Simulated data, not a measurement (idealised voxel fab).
Proc. module: voxel self aligned contacts
Each square cell in cross-section cut measures 5 nm, and the section as a whole is 225 nm wide.
The cross-sections in this document take the form of a grid made of square cells. They are written out as bands, in order from top to bottom. Each band consists of one or more rows of cells. Top height, bottom height, nm. Materials left to right, width each, nm. Single material + "throughout" = fills band edge to edge. "empty" = empty. The level at which height equals 0 is the one under which the wafer, as it arrives, is entirely one material. No lower edge exists for the bottom band, which continues downward and is notated as in "from 0 down". Top row gets the first number, bottom row gets the second, and each row in between changes by the same step: that is how a band width like "30..40" works. "no change occurred" means the step left every cell of the cross-section as it was. The entry titled "Unvented internal voids" provides the empty spaces that have no open way to the top, restricted to those of 8 cells or more. Each is presented as width x height at distance, the distance being measured from the left edge, with all three in nm. Note: text after step settings on the step line = simulator remark on that step. overlay nm: where the mask lay relative to plan, measured to the right, on steps with a mask; negatives go left.

Listed below are the process steps as planned:
1) RECEIVE: material Si
2) OXIDIZE: depth nm 5
3) DIRECTIONAL_DEP: material polySi, thk nm 30
4) DIRECTIONAL_DEP: material SiN, thk nm 25
5) MASKED_ETCH: tone cover, mask id GATE, width nm 30, pitch nm 75, etch materials SiN, depth nm 25, overlay nm 0
6) MASKED_ETCH: tone cover, mask id GATE, width nm 30, pitch nm 75, etch materials polySi, depth nm 30, overlay nm 0
7) CONFORMAL_DEP: material SiN, thk nm 10
8) DIRECTIONAL_ETCH: etch materials SiN, depth nm 10
9) FILL_DEP: material SiO2, thk nm 10
10) CMP: height nm 60
11) PATTERN: tone open, mask id CONTACT, material resist, width nm 55, pitch nm 75, thk nm 15, overlay nm 0
12) DIRECTIONAL_ETCH: etch materials SiO2, depth nm 65
13) STRIP: etch materials resist
14) CONFORMAL_DEP: material TiN, thk nm 5
15) FILL_DEP: material Ru, thk nm 5
16) CMP: height nm 60
17) CONFORMAL_DEP: material SiCN, thk nm 5

First of two wafers, with the run carried out as planned:

Incoming wafer in cross-section (state: after step 1):
* from 0 down = Si throughout
* Unvented internal voids: none

Cross-section of the wafer subsequent to step 2:
* from 0 to -5 = SiO2 throughout
* Whatever lies below -5 is exactly as it was before.

Cross-section of the wafer subsequent to step 3:
* from 30 to 0 = polySi throughout
* Whatever lies below 0 is exactly as it was before.

Cross-section of the wafer subsequent to step 4:
* from 55 to 30 = SiN throughout
* Whatever lies below 30 is exactly as it was before.

Cross-section of the wafer subsequent to step 5:
* from 55 to 30 = empty 20 / SiN 30 / empty 45 / SiN 30 / empty 45 / SiN 30 / empty 25
* Whatever lies below 30 is exactly as it was before.

Cross-section of the wafer subsequent to step 6:
* from 55 to 30 = empty 20 / SiN 30 / empty 45 / SiN 30 / empty 45 / SiN 30 / empty 25
* from 30 to 0 = empty 20 / polySi 30 / empty 45 / polySi 30 / empty 45 / polySi 30 / empty 25
* Whatever lies below 0 is exactly as it was before.

Cross-section of the wafer subsequent to step 7:
* from 65 to 30 = empty 10 / SiN 50 / empty 25 / SiN 50 / empty 25 / SiN 50 / empty 15
* from 30 to 10 = empty 10 / SiN 10 / polySi 30 / SiN 10 / empty 25 / SiN 10 / polySi 30 / SiN 10 / empty 25 / SiN 10 / polySi 30 / SiN 10 / empty 15
* from 10 to 0 = SiN 20 / polySi 30 / SiN 45 / polySi 30 / SiN 45 / polySi 30 / SiN 25
* Whatever lies below 0 is exactly as it was before.

Cross-section of the wafer subsequent to step 8:
* from 55 to 30 = empty 10 / SiN 50 / empty 25 / SiN 50 / empty 25 / SiN 50 / empty 15
* from 30 to 0 = empty 10 / SiN 10 / polySi 30 / SiN 10 / empty 25 / SiN 10 / polySi 30 / SiN 10 / empty 25 / SiN 10 / polySi 30 / SiN 10 / empty 15
* Whatever lies below 0 is exactly as it was before.

Cross-section of the wafer subsequent to step 9:
* from 65 to 55 = SiO2 throughout
* from 55 to 30 = SiO2 10 / SiN 50 / SiO2 25 / SiN 50 / SiO2 25 / SiN 50 / SiO2 15
* from 30 to 0 = SiO2 10 / SiN 10 / polySi 30 / SiN 10 / SiO2 25 / SiN 10 / polySi 30 / SiN 10 / SiO2 25 / SiN 10 / polySi 30 / SiN 10 / SiO2 15
* Whatever lies below 0 is exactly as it was before.

Cross-section of the wafer subsequent to step 10:
* from 60 to 55 = SiO2 throughout
* Whatever lies below 55 is exactly as it was before.

Cross-section of the wafer subsequent to step 11:
* from 75 to 60 = resist 45 / empty 55 / resist 20 / empty 55 / resist 50
* Whatever lies below 60 is exactly as it was before.

Cross-section of the wafer subsequent to step 12:
* from 75 to 60 = resist 45 / empty 55 / resist 20 / empty 55 / resist 50
* from 60 to 55 = SiO2 45 / empty 55 / SiO2 20 / empty 55 / SiO2 50
* from 55 to 30 = SiO2 10 / SiN 50 / empty 25 / SiN 50 / empty 25 / SiN 50 / SiO2 15
* from 30 to 0 = SiO2 10 / SiN 10 / polySi 30 / SiN 10 / empty 25 / SiN 10 / polySi 30 / SiN 10 / empty 25 / SiN 10 / polySi 30 / SiN 10 / SiO2 15
* from 0 to -5 = SiO2 60 / empty 25 / SiO2 50 / empty 25 / SiO2 65
* Whatever lies below -5 is exactly as it was before.

Cross-section of the wafer subsequent to step 13:
* from 60 to 55 = SiO2 45 / empty 55 / SiO2 20 / empty 55 / SiO2 50
* Whatever lies below 55 is exactly as it was before.

Cross-section of the wafer subsequent to step 14:
* from 65 to 60 = TiN 50 / empty 45 / TiN 30 / empty 45 / TiN 55
* from 60 to 55 = SiO2 45 / TiN 20 / empty 15 / TiN 20 / SiO2 20 / TiN 20 / empty 15 / TiN 20 / SiO2 50
* from 55 to 30 = SiO2 10 / SiN 50 / TiN 5 / empty 15 / TiN 5 / SiN 50 / TiN 5 / empty 15 / TiN 5 / SiN 50 / SiO2 15
* from 30 to 0 = SiO2 10 / SiN 10 / polySi 30 / SiN 10 / TiN 5 / empty 15 / TiN 5 / SiN 10 / polySi 30 / SiN 10 / TiN 5 / empty 15 / TiN 5 / SiN 10 / polySi 30 / SiN 10 / SiO2 15
* from 0 to -5 = SiO2 60 / TiN 25 / SiO2 50 / TiN 25 / SiO2 65
* Whatever lies below -5 is exactly as it was before.

Cross-section of the wafer subsequent to step 15:
* from 70 to 65 = Ru throughout
* from 65 to 60 = TiN 50 / Ru 45 / TiN 30 / Ru 45 / TiN 55
* from 60 to 55 = SiO2 45 / TiN 20 / Ru 15 / TiN 20 / SiO2 20 / TiN 20 / Ru 15 / TiN 20 / SiO2 50
* from 55 to 30 = SiO2 10 / SiN 50 / TiN 5 / Ru 15 / TiN 5 / SiN 50 / TiN 5 / Ru 15 / TiN 5 / SiN 50 / SiO2 15
* from 30 to 0 = SiO2 10 / SiN 10 / polySi 30 / SiN 10 / TiN 5 / Ru 15 / TiN 5 / SiN 10 / polySi 30 / SiN 10 / TiN 5 / Ru 15 / TiN 5 / SiN 10 / polySi 30 / SiN 10 / SiO2 15
* Whatever lies below 0 is exactly as it was before.

Cross-section of the wafer subsequent to step 16:
* from 60 to 55 = SiO2 45 / TiN 20 / Ru 15 / TiN 20 / SiO2 20 / TiN 20 / Ru 15 / TiN 20 / SiO2 50
* Whatever lies below 55 is exactly as it was before.

Cross-section of the wafer subsequent to step 17:
* from 65 to 60 = SiCN throughout
* Whatever lies below 60 is exactly as it was before.

Wafer two of two - same starting point, same process plan, one mistake in execution; matches wafer one up to and including step 9:

Second wafer at the planned finish of step 10, seen in cross-section:
* from 50 to 30 = SiO2 10 / SiN 50 / SiO2 25 / SiN 50 / SiO2 25 / SiN 50 / SiO2 15
* Whatever lies below 30 is exactly as it was before.

Second wafer at the planned finish of step 11, seen in cross-section:
* from 65 to 50 = resist 45 / empty 55 / resist 20 / empty 55 / resist 50
* Whatever lies below 50 is exactly as it was before.

Second wafer at the planned finish of step 12, seen in cross-section:
* from 65 to 50 = resist 45 / empty 55 / resist 20 / empty 55 / resist 50
* from 50 to 30 = SiO2 10 / SiN 50 / empty 25 / SiN 50 / empty 25 / SiN 50 / SiO2 15
* from 30 to 0 = SiO2 10 / SiN 10 / polySi 30 / SiN 10 / empty 25 / SiN 10 / polySi 30 / SiN 10 / empty 25 / SiN 10 / polySi 30 / SiN 10 / SiO2 15
* from 0 to -5 = SiO2 60 / empty 25 / SiO2 50 / empty 25 / SiO2 65
* Whatever lies below -5 is exactly as it was before.

Second wafer at the planned finish of step 13, seen in cross-section:
* from 50 to 30 = SiO2 10 / SiN 50 / empty 25 / SiN 50 / empty 25 / SiN 50 / SiO2 15
* Whatever lies below 30 is exactly as it was before.

Second wafer at the planned finish of step 14, seen in cross-section:
* from 55 to 50 = TiN 65 / empty 15 / TiN 60 / empty 15 / TiN 70
* from 50 to 30 = SiO2 10 / SiN 50 / TiN 5 / empty 15 / TiN 5 / SiN 50 / TiN 5 / empty 15 / TiN 5 / SiN 50 / SiO2 15
* from 30 to 0 = SiO2 10 / SiN 10 / polySi 30 / SiN 10 / TiN 5 / empty 15 / TiN 5 / SiN 10 / polySi 30 / SiN 10 / TiN 5 / empty 15 / TiN 5 / SiN 10 / polySi 30 / SiN 10 / SiO2 15
* from 0 to -5 = SiO2 60 / TiN 25 / SiO2 50 / TiN 25 / SiO2 65
* Whatever lies below -5 is exactly as it was before.

Second wafer at the planned finish of step 15, seen in cross-section:
* from 60 to 55 = Ru throughout
* from 55 to 50 = TiN 65 / Ru 15 / TiN 60 / Ru 15 / TiN 70
* from 50 to 30 = SiO2 10 / SiN 50 / TiN 5 / Ru 15 / TiN 5 / SiN 50 / TiN 5 / Ru 15 / TiN 5 / SiN 50 / SiO2 15
* from 30 to 0 = SiO2 10 / SiN 10 / polySi 30 / SiN 10 / TiN 5 / Ru 15 / TiN 5 / SiN 10 / polySi 30 / SiN 10 / TiN 5 / Ru 15 / TiN 5 / SiN 10 / polySi 30 / SiN 10 / SiO2 15
* Whatever lies below 0 is exactly as it was before.

Second wafer at the planned finish of step 16, seen in cross-section: no change occurred

Second wafer at the planned finish of step 17, seen in cross-section:
* from 65 to 60 = SiCN throughout
* Whatever lies below 60 is exactly as it was before.
What was the processing mistake? in deviation from the planned setting, step 10 was conducted as CMP: height nm 50
Heads up, by the end the second wafer has more or fewer cells of some materials compared to the first: Ru +39 | SiN -30 | SiO2 -28 | TiN +19
